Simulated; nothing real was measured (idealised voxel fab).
Proc. module: voxel gate over fins
Cross-section cut spans 230 nm and uses square cells 5 nm in size.
Cross-section format: a grid of square cells, given as bands from top to bottom; each band is one or more rows of cells. Basically the band line says how high the top is and how high the bottom is, in nm, and then what's in it from left to right, every material with its width in nm. Empty space shows up as "air", and if a single material carries "throughout" it runs the full band edge to edge. Where do heights start? At 0: under that level the wafer as delivered is made of one material only. And the lowest band has no floor; it just carries on downward, as in "0 nm and below". A width given as "30->40" starts at the first number in the band's top row and ends at the second number in its bottom row, shifting by an equal amount at every step from row to row. "nothing got changed" after a step means that no cell of the cross-section changed. "Enclosed void catalog" contains a list of empty spaces, each no smaller than 8 cells and without an open way to the top, written in the form width x height at distance with the distance from the left edge and all three in nm. That trailing text on a step's line, after the settings, is the simulator's own remark on the step. You can add "overlay nm" to a step's line. For a step with a mask, it describes how far the mask lay to the right of its planned position, and a negative number describes a lay to the left.

[Process steps - plan]
1 op RECEIVE | material Si
2 op CONFORMAL_DEP | material SiN | thk nm 5
3 op MASKED_ETCH | tone cover | mask id FINS | width nm 15 | pitch nm 45 | etch materials SiN | depth nm 5 | overlay nm 0
4 op MASKED_ETCH | tone cover | mask id FINS | width nm 15 | pitch nm 45 | etch materials Si | depth nm 40 | overlay nm 0
5 op FILL_DEP | material SiO2 | thk nm 5
6 op CMP | height nm 5
7 op SELECTIVE_ETCH | etch materials SiO2 | depth nm 15
8 op STRIP | etch materials SiN
9 op CONFORMAL_DEP | material HfO2 | thk nm 5
10 op CONFORMAL_DEP | material TiN | thk nm 5
11 op FILL_DEP | material W | thk nm 10
12 op CMP | height nm 15
13 op CONFORMAL_DEP | material SiCN | thk nm 5

[Account of the first of two wafers, which was processed as intended]

[Received-state cross-section, reflecting completion of step 1]
0 nm and below | Si throughout
Enclosed void catalog: none

[Cross-sectional representation of the wafer at the conclusion of step 2]
5 nm to 0 nm | SiN throughout
Everything under 0 stays put, no change at all.

[Cross-sectional representation of the wafer at the conclusion of step 3]
5 nm to 0 nm | air=85 / SiN=15 / air=30 / SiN=15 / air=85
Everything under 0 stays put, no change at all.

[Cross-sectional representation of the wafer at the conclusion of step 4]
5 nm to 0 nm | air=85 / SiN=15 / air=30 / SiN=15 / air=85
0 nm to -40 nm | air=85 / Si=15 / air=30 / Si=15 / air=85
Everything under -40 stays put, no change at all.

[Cross-sectional representation of the wafer at the conclusion of step 5]
10 nm to 5 nm | SiO2 throughout
5 nm to 0 nm | SiO2=85 / SiN=15 / SiO2=30 / SiN=15 / SiO2=85
0 nm to -40 nm | SiO2=85 / Si=15 / SiO2=30 / Si=15 / SiO2=85
Everything under -40 stays put, no change at all.

[Cross-sectional representation of the wafer at the conclusion of step 6]
5 nm to 0 nm | SiO2=85 / SiN=15 / SiO2=30 / SiN=15 / SiO2=85
Everything under 0 stays put, no change at all.

[Cross-sectional representation of the wafer at the conclusion of step 7]
5 nm to 0 nm | air=85 / SiN=15 / air=30 / SiN=15 / air=85
0 nm to -10 nm | air=85 / Si=15 / air=30 / Si=15 / air=85
Everything under -10 stays put, no change at all.

[Cross-sectional representation of the wafer at the conclusion of step 8]
0 nm to -10 nm | air=85 / Si=15 / air=30 / Si=15 / air=85
Everything under -10 stays put, no change at all.

[Cross-sectional representation of the wafer at the conclusion of step 9]
5 nm to 0 nm | air=80 / HfO2=25 / air=20 / HfO2=25 / air=80
0 nm to -5 nm | air=80 / HfO2=5 / Si=15 / HfO2=5 / air=20 / HfO2=5 / Si=15 / HfO2=5 / air=80
-5 nm to -10 nm | HfO2=85 / Si=15 / HfO2=30 / Si=15 / HfO2=85
Everything under -10 stays put, no change at all.

[Cross-sectional representation of the wafer at the conclusion of step 10]
10 nm to 5 nm | air=75 / TiN=35 / air=10 / TiN=35 / air=75
5 nm to 0 nm | air=75 / TiN=5 / HfO2=25 / TiN=5 / air=10 / TiN=5 / HfO2=25 / TiN=5 / air=75
0 nm to -5 nm | TiN=80 / HfO2=5 / Si=15 / HfO2=5 / TiN=20 / HfO2=5 / Si=15 / HfO2=5 / TiN=80
Everything under -5 stays put, no change at all.

[Cross-sectional representation of the wafer at the conclusion of step 11]
20 nm to 10 nm | W throughout
10 nm to 5 nm | W=75 / TiN=35 / W=10 / TiN=35 / W=75
5 nm to 0 nm | W=75 / TiN=5 / HfO2=25 / TiN=5 / W=10 / TiN=5 / HfO2=25 / TiN=5 / W=75
Everything under 0 stays put, no change at all.

[Cross-sectional representation of the wafer at the conclusion of step 12]
15 nm to 10 nm | W throughout
Everything under 10 stays put, no change at all.

[Cross-sectional representation of the wafer at the conclusion of step 13]
20 nm to 15 nm | SiCN throughout
Everything under 15 stays put, no change at all.

[Here the second wafer is described. Its start and its plan were those of the first wafer. Its run contained one mistake. Up to and including step 3, it did exactly what the first wafer did]

[Second wafer at the planned finish of step 4, seen in cross-section]
5 nm to 0 nm | air=85 / SiN=15 / air=30 / SiN=15 / air=85
0 nm to -30 nm | air=85 / Si=15 / air=30 / Si=15 / air=85
Everything under -30 stays put, no change at all.

[Second wafer at the planned finish of step 5, seen in cross-section]
10 nm to 5 nm | SiO2 throughout
5 nm to 0 nm | SiO2=85 / SiN=15 / SiO2=30 / SiN=15 / SiO2=85
0 nm to -30 nm | SiO2=85 / Si=15 / SiO2=30 / Si=15 / SiO2=85
Everything under -30 stays put, no change at all.

[Second wafer at the planned finish of step 6, seen in cross-section]
5 nm to 0 nm | SiO2=85 / SiN=15 / SiO2=30 / SiN=15 / SiO2=85
Everything under 0 stays put, no change at all.

[Second wafer at the planned finish of step 7, seen in cross-section]
5 nm to 0 nm | air=85 / SiN=15 / air=30 / SiN=15 / air=85
0 nm to -10 nm | air=85 / Si=15 / air=30 / Si=15 / air=85
Everything under -10 stays put, no change at all.

[Second wafer at the planned finish of step 8, seen in cross-section]
0 nm to -10 nm | air=85 / Si=15 / air=30 / Si=15 / air=85
Everything under -10 stays put, no change at all.

[Second wafer at the planned finish of step 9, seen in cross-section]
5 nm to 0 nm | air=80 / HfO2=25 / air=20 / HfO2=25 / air=80
0 nm to -5 nm | air=80 / HfO2=5 / Si=15 / HfO2=5 / air=20 / HfO2=5 / Si=15 / HfO2=5 / air=80
-5 nm to -10 nm | HfO2=85 / Si=15 / HfO2=30 / Si=15 / HfO2=85
Everything under -10 stays put, no change at all.

[Second wafer at the planned finish of step 10, seen in cross-section]
10 nm to 5 nm | air=75 / TiN=35 / air=10 / TiN=35 / air=75
5 nm to 0 nm | air=75 / TiN=5 / HfO2=25 / TiN=5 / air=10 / TiN=5 / HfO2=25 / TiN=5 / air=75
0 nm to -5 nm | TiN=80 / HfO2=5 / Si=15 / HfO2=5 / TiN=20 / HfO2=5 / Si=15 / HfO2=5 / TiN=80
Everything under -5 stays put, no change at all.

[Second wafer at the planned finish of step 11, seen in cross-section]
20 nm to 10 nm | W throughout
10 nm to 5 nm | W=75 / TiN=35 / W=10 / TiN=35 / W=75
5 nm to 0 nm | W=75 / TiN=5 / HfO2=25 / TiN=5 / W=10 / TiN=5 / HfO2=25 / TiN=5 / W=75
Everything under 0 stays put, no change at all.

[Second wafer at the planned finish of step 12, seen in cross-section]
15 nm to 10 nm | W throughout
Everything under 10 stays put, no change at all.

[Second wafer at the planned finish of step 13, seen in cross-section]
20 nm to 15 nm | SiCN throughout
Everything under 15 stays put, no change at all.
Run error: the process deviated at step 4: the operation and settings actually run there were op MASKED_ETCH | tone cover | mask id FINS | width nm 15 | pitch nm 45 | etch materials Si | depth nm 30 | overlay nm 0
Cell-count delta at end, second wafer over first, by material: 80 more of Si; 80 fewer of SiO2
